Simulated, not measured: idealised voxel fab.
Process module, titled voxel wiring stack
Xsec cut, 220 nm wide, square cell size 5 nm.
Cross-section spec: square-cell grid; bands listed top down; each band is one or more rows. The entry gives the band's vertical extent as a top height and a bottom height in nm, then its horizontal make-up as materials from left to right, each with a width in nm. "air" stands for empty space; a single material marked "edge to edge" fills the band edge to edge. Heights are reckoned from 0. Under this level, the received wafer is all of one material. The bottommost band is open-ended downward, for example "from 0 down". Per-row width for "30 to 40": begins at first number (top row of band), ends at second number (bottom row), increment between rows held constant. Basically "remained the same" means that step didn't change any cell in the cross-section. This entry, "Enclosed internal cavities", enumerates those empty regions of no fewer than 8 cells that possess no open connection to the top. Each region is reported in the form width x height at distance, the distance being taken from the left edge, with all three quantities expressed in nm. Whatever follows a step's settings on its line is a remark the simulator itself makes about that step. The optional step-line setting "overlay nm" applies to steps with a mask and quantifies how far to the right of its planned location the mask lay, a negative value indicating leftward placement.

The following list gives the planned process steps:
1 RECEIVE (material Si)
2 CONFORMAL_DEP (material SiO2; thk nm 10)
3 DIRECTIONAL_DEP (material TiN; thk nm 5)
4 DIRECTIONAL_DEP (material Ru; thk nm 20)
5 DIRECTIONAL_DEP (material aC; thk nm 10)
6 PATTERN (tone cover; mask id METAL_1; material resist; width nm 30; pitch nm 45; thk nm 30; overlay nm 0)
7 DIRECTIONAL_ETCH (etch materials aC; depth nm 10)
8 STRIP (etch materials resist)
9 DIRECTIONAL_ETCH (etch materials Ru; depth nm 20)
10 DIRECTIONAL_ETCH (etch materials TiN; depth nm 5)
11 STRIP (etch materials aC)
12 CONFORMAL_DEP (material SiCN; thk nm 5)
13 FILL_DEP (material SiO2; thk nm 5)
14 CMP (height nm 25)
15 CONFORMAL_DEP (material SiCN; thk nm 5)
16 DIRECTIONAL_DEP (material lowk; thk nm 30)
17 DIRECTIONAL_DEP (material aC; thk nm 10)
18 PATTERN (tone open; mask id METAL_2_HOLES; material resist; width nm 15; thk nm 25; overlay nm 0)
19 DIRECTIONAL_ETCH (etch materials aC; depth nm 10)
20 STRIP (etch materials resist)
21 DIRECTIONAL_ETCH (etch materials lowk; depth nm 30)
22 STRIP (etch materials aC)
23 MASKED_ETCH (tone open; mask id METAL_2; width nm 30; pitch nm 45; etch materials lowk; depth nm 15; overlay nm 0)
24 MASKED_ETCH (tone open; mask id METAL_2; width nm 30; pitch nm 45; etch materials SiCN; depth nm 5; overlay nm 0)
25 CONFORMAL_DEP (material TiN; thk nm 5)
26 FILL_DEP (material Ru; thk nm 10)
27 CMP (height nm 70)
28 CONFORMAL_DEP (material SiCN; thk nm 5)
29 DIRECTIONAL_DEP (material lowk; thk nm 10)
30 PATTERN (tone open; mask id PLUG_2; material resist; width nm 15; thk nm 20; overlay nm 0)
31 DIRECTIONAL_ETCH (etch materials lowk; depth nm 10)
32 DIRECTIONAL_ETCH (etch materials SiCN; depth nm 5)
33 STRIP (etch materials resist)
34 CONFORMAL_DEP (material TiN; thk nm 5)
35 FILL_DEP (material W; thk nm 5)
36 CMP (height nm 85)
37 CONFORMAL_DEP (material SiCN; thk nm 5)
38 DIRECTIONAL_DEP (material SiO2; thk nm 15)
39 PATTERN (tone open; mask id METAL_3; material resist; width nm 30; pitch nm 45; thk nm 15; overlay nm 0)
40 DIRECTIONAL_ETCH (etch materials SiO2; depth nm 15)
41 DIRECTIONAL_ETCH (etch materials SiCN; depth nm 5)
42 STRIP (etch materials resist)
43 CONFORMAL_DEP (material TiN; thk nm 5)
44 FILL_DEP (material Ru; thk nm 5)
45 CMP (height nm 105)
46 EPI (material Ru; thk nm 5)
47 FILL_DEP (material SiCN; thk nm 5)
Quick note for whoever runs this: the wafers start identical, but the height nm at step 14 isn't the same across them. The plan just shows what the first wafer had.

Cross-section of the first of several received wafers, showing its state after step 1:
from 0 down = Si edge to edge
Enclosed internal cavities: none

First of several wafers, sectioned at end of module (last step: step 47):
from 115 to 110 = SiCN edge to edge
from 110 to 105 = SiCN: 65, Ru: 40, SiCN: 5, Ru: 40, SiCN: 70
from 105 to 90 = SiO2: 70, TiN: 5, Ru: 20, TiN: 5, SiO2: 15, TiN: 5, Ru: 20, TiN: 5, SiO2: 75
from 90 to 85 = SiCN: 70, TiN: 30, SiCN: 15, TiN: 30, SiCN: 75
from 85 to 75 = lowk: 70, TiN: 5, W: 5, TiN: 5, lowk: 135
from 75 to 70 = SiCN: 70, TiN: 15, SiCN: 135
from 70 to 65 = Ru edge to edge
from 65 to 60 = TiN: 75, Ru: 20, TiN: 25, Ru: 20, TiN: 80
from 60 to 50 = lowk: 70, TiN: 5, Ru: 20, TiN: 5, lowk: 15, TiN: 5, Ru: 20, TiN: 5, lowk: 75
from 50 to 45 = lowk: 70, TiN: 5, Ru: 5, TiN: 20, lowk: 15, TiN: 30, lowk: 75
from 45 to 30 = lowk: 70, TiN: 5, Ru: 5, TiN: 5, lowk: 135
from 30 to 25 = SiCN: 70, TiN: 15, SiCN: 135
from 25 to 15 = SiO2: 65, SiCN: 5, Ru: 30, SiCN: 5, SiO2: 5, SiCN: 5, Ru: 30, SiCN: 5, SiO2: 70
from 15 to 10 = SiCN: 70, TiN: 30, SiCN: 15, TiN: 30, SiCN: 75
from 10 to 0 = SiO2 edge to edge
from 0 down = Si edge to edge
Enclosed internal cavities: none

Last-wafer cross-section at the end of the module:
from 115 to 110 = SiCN edge to edge
from 110 to 105 = SiCN: 65, Ru: 40, SiCN: 5, Ru: 40, SiCN: 70
from 105 to 90 = SiO2: 70, TiN: 5, Ru: 20, TiN: 5, SiO2: 15, TiN: 5, Ru: 20, TiN: 5, SiO2: 75
from 90 to 85 = SiCN: 70, TiN: 30, SiCN: 15, TiN: 30, SiCN: 75
from 85 to 75 = lowk: 70, TiN: 5, W: 5, TiN: 5, lowk: 135
from 75 to 70 = SiCN: 70, TiN: 15, SiCN: 135
from 70 to 65 = lowk: 70, TiN: 5, Ru: 5, TiN: 20, lowk: 15, TiN: 30, lowk: 75
from 65 to 50 = lowk: 70, TiN: 5, Ru: 5, TiN: 5, lowk: 135
from 50 to 45 = SiCN: 70, TiN: 15, SiCN: 135
from 45 to 40 = SiO2 edge to edge
from 40 to 35 = SiO2: 65, SiCN: 40, SiO2: 5, SiCN: 40, SiO2: 70
from 35 to 15 = SiO2: 65, SiCN: 5, Ru: 30, SiCN: 5, SiO2: 5, SiCN: 5, Ru: 30, SiCN: 5, SiO2: 70
from 15 to 10 = SiCN: 70, TiN: 30, SiCN: 15, TiN: 30, SiCN: 75
from 10 to 0 = SiO2 edge to edge
from 0 down = Si edge to edge
Enclosed internal cavities: none

Per wafer, end of module: cells gained (+) or lost (-) per material since receipt, then closed voids:
height nm 25 | +136 Ru | +226 SiCN | +240 SiO2 | +107 TiN | +2 W | +301 lowk | Enclosed internal cavities: none
height nm 30 | +104 Ru | +230 SiCN | +268 SiO2 | +107 TiN | +2 W | +301 lowk | Enclosed internal cavities: none
height nm 35 | +108 Ru | +234 SiCN | +296 SiO2 | +71 TiN | +2 W | +301 lowk | Enclosed internal cavities: none
height nm 40 | +100 Ru | +250 SiCN | +324 SiO2 | +67 TiN | +2 W | +269 lowk | Enclosed internal cavities: none
height nm 45 | +92 Ru | +250 SiCN | +368 SiO2 | +63 TiN | +2 W | +237 lowk | Enclosed internal cavities: none
